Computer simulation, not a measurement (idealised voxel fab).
Process module in this document: voxel local oxidation
For reference, the cross-section in this document is cut, with width 265 nm and square cells of 5 nm.
A cross-section is written here as square cells arranged in a grid, and it is given in bands from the top down, each band taking up one or more rows of cells.
The band entry comprises the height of the band's top followed by the height of its bottom, expressed in nm, and subsequently the band's materials from left to right, each stated together with its width in nm. Where a single material is marked with the word "everywhere", that material fills the band from edge to edge. The word "empty" represents empty space.
The level at which height equals 0 is the one under which the wafer, as it arrives, is entirely one material. No lower edge exists for the bottom band, which continues downward and is notated as in "z 0 and below".
Width spec "30->40" -> top row of cells at first value, bottom row at second value, equal per-row change in between.
No cell of the cross-section changed in a step that is given as "no modification".
Any empty space of 8 cells or more lacking an open way to the top shows up in "Enclosed cavities" as width x height at distance, distance from the left edge, in nm.
after a step's settings: what the simulator itself notes on the step
Each step line may optionally specify "overlay nm", which for a step with a mask gives the rightward distance between the mask's planned place and where it lay, a negative value indicating the leftward direction.
[Below is the list of planned process steps]
1 RECEIVE [material Si]
2 OXIDIZE [depth nm 5]
3 CONFORMAL_DEP [material SiN] [thk nm 10]
4 MASKED_ETCH [tone cover] [mask id ACTIVE] [width nm 130] [etch materials SiN] [depth nm 10] [overlay nm 0]
5 SELECTIVE_ETCH [etch materials SiO2] [depth nm 5]
6 OXIDIZE [depth nm 15]
7 STRIP [etch materials SiN]
[Cross-section of the wafer upon arrival, representing the state reached after step 1]
* z 0 and below = Si everywhere
* Enclosed cavities: none
[Module complete, cross-section. Starting point and plan per above. One mistake made in running the module]
* z 0 to -5 = 70 nm empty, 125 nm SiO2, 70 nm empty
* z -5 to -20 = 85 nm SiO2, 95 nm Si, 85 nm SiO2
* z -20 and below = Si everywhere
* Enclosed cavities: none
So what did we get wrong on this run? so step 4 ended up running with a different setting than we planned, it ran as MASKED_ETCH [tone cover] [mask id ACTIVE] [width nm 135] [etch materials SiN] [depth nm 10] [overlay nm 0]
